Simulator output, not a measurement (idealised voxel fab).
Module name: voxel trench capacitor (process module)
The cross-section on display is named cut; it measures 140 nm wide, and its cells are 5 nm squares.
A cross-section is a grid of square cells, given in bands from the top down. A band is one or more rows of cells. Within each band entry, the heights of the top and of the bottom of the band appear first, in that order and in nm; the materials of the band then follow from left to right, each with its corresponding width in nm. The designation "full width" on a single material indicates that it fills the band from edge to edge; the designation "air" indicates empty space. Heights are reckoned from 0. Under this level, the received wafer is all of one material. The bottommost band is open-ended downward, for example "z 0 and below". Width spec "30 to 40" -> top row of cells at first value, bottom row at second value, equal per-row change in between. "remained the same", as given for a step, is the statement that not any cell of the cross-section underwent a change during that step. This entry, "Enclosed void catalog", enumerates those empty regions of no fewer than 8 cells that possess no open connection to the top. Each region is reported in the form width x height at distance, the distance being taken from the left edge, with all three quantities expressed in nm. Where a step's line continues beyond its settings, the continuation is a remark by the simulator itself on that step. A step's line can hold "overlay nm"; with a mask on that step, the setting says how far right of the planned place the mask lay, while a negative setting says it lay to the left.

Steps planned for the process:
1,RECEIVE,material Si
2,CONFORMAL_DEP,material SiN,thk nm 10
3,DIRECTIONAL_DEP,material aC,thk nm 10
4,PATTERN,tone open,mask id TRENCH,material resist,width nm 15,pitch nm 35,thk nm 25,overlay nm 0
5,DIRECTIONAL_ETCH,etch materials aC,depth nm 10
6,STRIP,etch materials resist
7,DIRECTIONAL_ETCH,etch materials SiN,depth nm 10
8,DIRECTIONAL_ETCH,etch materials Si,depth nm 25
9,STRIP,etch materials aC
10,CONFORMAL_DEP,material SiO2,thk nm 5
11,FILL_DEP,material polySi,thk nm 10
12,CMP,height nm 10

The first of the two wafers, which ran as planned:

As received (post step 1): cross-section:
    z 0 and below  Si full width
    Enclosed void catalog: none

After step 2:
    z 10 to 0  SiN full width
    Below a height of 0, the structure has not been altered.

After step 3:
    z 20 to 10  aC full width
    Below a height of 10, the structure has not been altered.

After step 4:
    z 45 to 20  resist 25; air 15; resist 20; air 15; resist 20; air 15; resist 30
    Below a height of 20, the structure has not been altered.

After step 5:
    z 35 to 20  resist 25; air 15; resist 20; air 15; resist 20; air 15; resist 30
    z 20 to 10  aC 25; air 15; aC 20; air 15; aC 20; air 15; aC 30
    Below a height of 10, the structure has not been altered.

After step 6:
    z 20 to 10  aC 25; air 15; aC 20; air 15; aC 20; air 15; aC 30
    Below a height of 10, the structure has not been altered.

After step 7:
    z 20 to 10  aC 25; air 15; aC 20; air 15; aC 20; air 15; aC 30
    z 10 to 0  SiN 25; air 15; SiN 20; air 15; SiN 20; air 15; SiN 30
    Below a height of 0, the structure has not been altered.

After step 8:
    z 20 to 10  aC 25; air 15; aC 20; air 15; aC 20; air 15; aC 30
    z 10 to 0  SiN 25; air 15; SiN 20; air 15; SiN 20; air 15; SiN 30
    z 0 to -25  Si 25; air 15; Si 20; air 15; Si 20; air 15; Si 30
    Below a height of -25, the structure has not been altered.

After step 9:
    z 10 to 0  SiN 25; air 15; SiN 20; air 15; SiN 20; air 15; SiN 30
    Below a height of 0, the structure has not been altered.

After step 10:
    z 15 to 10  SiO2 30; air 5; SiO2 30; air 5; SiO2 30; air 5; SiO2 35
    z 10 to 0  SiN 25; SiO2 5; air 5; SiO2 5; SiN 20; SiO2 5; air 5; SiO2 5; SiN 20; SiO2 5; air 5; SiO2 5; SiN 30
    z 0 to -20  Si 25; SiO2 5; air 5; SiO2 5; Si 20; SiO2 5; air 5; SiO2 5; Si 20; SiO2 5; air 5; SiO2 5; Si 30
    z -20 to -25  Si 25; SiO2 15; Si 20; SiO2 15; Si 20; SiO2 15; Si 30
    Below a height of -25, the structure has not been altered.

After step 11:
    z 25 to 15  polySi full width
    z 15 to 10  SiO2 30; polySi 5; SiO2 30; polySi 5; SiO2 30; polySi 5; SiO2 35
    z 10 to 0  SiN 25; SiO2 5; polySi 5; SiO2 5; SiN 20; SiO2 5; polySi 5; SiO2 5; SiN 20; SiO2 5; polySi 5; SiO2 5; SiN 30
    z 0 to -20  Si 25; SiO2 5; polySi 5; SiO2 5; Si 20; SiO2 5; polySi 5; SiO2 5; Si 20; SiO2 5; polySi 5; SiO2 5; Si 30
    Below a height of -20, the structure has not been altered.

After step 12:
    z 10 to 0  SiN 25; SiO2 5; polySi 5; SiO2 5; SiN 20; SiO2 5; polySi 5; SiO2 5; SiN 20; SiO2 5; polySi 5; SiO2 5; SiN 30
    Below a height of 0, the structure has not been altered.

It is to be noted that the second wafer proceeded from the same initial state and according to the same plan as the first, although one mistake was committed in its execution; through step 3, inclusive, the two wafers share an identical history:

The second wafer in cross-section, at the planned close of step 4:
    z 45 to 20  resist 15; air 15; resist 20; air 15; resist 20; air 15; resist 40
    Below a height of 20, the structure has not been altered.

The second wafer in cross-section, at the planned close of step 5:
    z 35 to 20  resist 15; air 15; resist 20; air 15; resist 20; air 15; resist 40
    z 20 to 10  aC 15; air 15; aC 20; air 15; aC 20; air 15; aC 40
    Below a height of 10, the structure has not been altered.

The second wafer in cross-section, at the planned close of step 6:
    z 20 to 10  aC 15; air 15; aC 20; air 15; aC 20; air 15; aC 40
    Below a height of 10, the structure has not been altered.

The second wafer in cross-section, at the planned close of step 7:
    z 20 to 10  aC 15; air 15; aC 20; air 15; aC 20; air 15; aC 40
    z 10 to 0  SiN 15; air 15; SiN 20; air 15; SiN 20; air 15; SiN 40
    Below a height of 0, the structure has not been altered.

The second wafer in cross-section, at the planned close of step 8:
    z 20 to 10  aC 15; air 15; aC 20; air 15; aC 20; air 15; aC 40
    z 10 to 0  SiN 15; air 15; SiN 20; air 15; SiN 20; air 15; SiN 40
    z 0 to -25  Si 15; air 15; Si 20; air 15; Si 20; air 15; Si 40
    Below a height of -25, the structure has not been altered.

The second wafer in cross-section, at the planned close of step 9:
    z 10 to 0  SiN 15; air 15; SiN 20; air 15; SiN 20; air 15; SiN 40
    Below a height of 0, the structure has not been altered.

The second wafer in cross-section, at the planned close of step 10:
    z 15 to 10  SiO2 20; air 5; SiO2 30; air 5; SiO2 30; air 5; SiO2 45
    z 10 to 0  SiN 15; SiO2 5; air 5; SiO2 5; SiN 20; SiO2 5; air 5; SiO2 5; SiN 20; SiO2 5; air 5; SiO2 5; SiN 40
    z 0 to -20  Si 15; SiO2 5; air 5; SiO2 5; Si 20; SiO2 5; air 5; SiO2 5; Si 20; SiO2 5; air 5; SiO2 5; Si 40
    z -20 to -25  Si 15; SiO2 15; Si 20; SiO2 15; Si 20; SiO2 15; Si 40
    Below a height of -25, the structure has not been altered.

The second wafer in cross-section, at the planned close of step 11:
    z 25 to 15  polySi full width
    z 15 to 10  SiO2 20; polySi 5; SiO2 30; polySi 5; SiO2 30; polySi 5; SiO2 45
    z 10 to 0  SiN 15; SiO2 5; polySi 5; SiO2 5; SiN 20; SiO2 5; polySi 5; SiO2 5; SiN 20; SiO2 5; polySi 5; SiO2 5; SiN 40
    z 0 to -20  Si 15; SiO2 5; polySi 5; SiO2 5; Si 20; SiO2 5; polySi 5; SiO2 5; Si 20; SiO2 5; polySi 5; SiO2 5; Si 40
    Below a height of -20, the structure has not been altered.

The second wafer in cross-section, at the planned close of step 12:
    z 10 to 0  SiN 15; SiO2 5; polySi 5; SiO2 5; SiN 20; SiO2 5; polySi 5; SiO2 5; SiN 20; SiO2 5; polySi 5; SiO2 5; SiN 40
    Below a height of 0, the structure has not been altered.
Run error: step 4 off recipe, ran as PATTERN,tone open,mask id TRENCH,material resist,width nm 15,pitch nm 35,thk nm 25,overlay nm -10
End check, second vs first wafer: material counts in cells match, positions do not.
